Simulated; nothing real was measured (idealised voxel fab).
The name of this process module is voxel released beams.
Cross-section cut: width 295 nm, square cells of 5 nm.
A cross-section is a grid of square cells, given in bands from the top down. A band is one or more rows of cells. The entry gives the band's vertical extent as a top height and a bottom height in nm, then its horizontal make-up as materials from left to right, each with a width in nm. "empty" stands for empty space; a single material marked "everywhere" fills the band edge to edge. Where do heights start? At 0: under that level the wafer as delivered is made of one material only. And the lowest band has no floor; it just carries on downward, as in "0..down". Width spec "30..40" -> top row of cells at first value, bottom row at second value, equal per-row change in between. What does "remained the same" mean for a step? It means no cell of the cross-section changed in that step. "Sealed internal cavities": empty spaces of 8 cells or more with no open way to the top, each given as width x height at distance, distance from the left edge, all in nm. On each step's line, the part that comes after the settings is the simulator's own comment on the step. You can add "overlay nm" to a step's line. For a step with a mask, it describes how far the mask lay to the right of its planned position, and a negative number describes a lay to the left.
PLANNED STEP LIST FOR THE PROCESS
1 RECEIVE: material Si
2 CONFORMAL_DEP: material Al2O3, thk nm 5
3 DIRECTIONAL_DEP: material SiO2, thk nm 10
4 MASKED_ETCH: tone open, mask id ANCHOR, width nm 35, etch materials SiO2, depth nm 10, overlay nm 0
5 CONFORMAL_DEP: material W, thk nm 10
6 MASKED_ETCH: tone cover, mask id BEAM, width nm 105, etch materials W, depth nm 10, overlay nm 0
7 STRIP: etch materials SiO2
FIRST OF TWO WAFERS, WITH THE RUN CARRIED OUT AS PLANNED
DELIVERED WAFER IN CROSS-SECTION: STATE AFTER STEP 1
* 0..down | Si everywhere
* Sealed internal cavities: none
THE WAFER, SEEN IN CROSS-SECTION, AFTER STEP 2
* 5..0 | Al2O3 everywhere
* Under the height 0 nothing was changed.
THE WAFER, SEEN IN CROSS-SECTION, AFTER STEP 3
* 15..5 | SiO2 everywhere
* Under the height 5 nothing was changed.
THE WAFER, SEEN IN CROSS-SECTION, AFTER STEP 4
* 15..5 | SiO2 (95), empty (35), SiO2 (165)
* Under the height 5 nothing was changed.
THE WAFER, SEEN IN CROSS-SECTION, AFTER STEP 5
* 25..15 | W (105), empty (15), W (175)
* 15..5 | SiO2 (95), W (35), SiO2 (165)
* Under the height 5 nothing was changed.
THE WAFER, SEEN IN CROSS-SECTION, AFTER STEP 6
* 25..15 | empty (90), W (15), empty (15), W (75), empty (100)
* Under the height 15 nothing was changed.
THE WAFER, SEEN IN CROSS-SECTION, AFTER STEP 7
* 25..15 | empty (90), W (15), empty (15), W (75), empty (100)
* 15..5 | empty (95), W (35), empty (165)
* Under the height 5 nothing was changed.
REGARDING THE SECOND OF THE TWO WAFERS: IT SHARED THE FIRST WAFER'S STARTING CONDITION AND PROCESS PLAN, YET ONE ERROR OCCURRED DURING ITS EXECUTION. ITS HISTORY COINCIDES WITH THAT OF THE FIRST WAFER UP TO AND INCLUDING STEP 5
CROSS-SECTION OF THE SECOND WAFER AT THE TIME BY WHICH STEP 6 SHOULD HAVE BEEN COMPLETED ACCORDING TO THE PLAN
* 25..15 | W (90), empty (105), W (100)
* 15..5 | SiO2 (95), W (10), empty (15), W (10), SiO2 (165)
* Under the height 5 nothing was changed.
CROSS-SECTION OF THE SECOND WAFER AT THE TIME BY WHICH STEP 7 SHOULD HAVE BEEN COMPLETED ACCORDING TO THE PLAN
* 15..5 | empty (95), W (10), empty (15), W (10), empty (165)
* Under the height 5 nothing was changed.
What was done differently from what was planned? step 6 was not run as planned; what actually ran was MASKED_ETCH: tone open, mask id BEAM, width nm 105, etch materials W, depth nm 10, overlay nm 0
The second wafer ends with more or fewer cells of some materials than the first, per final count: W -42
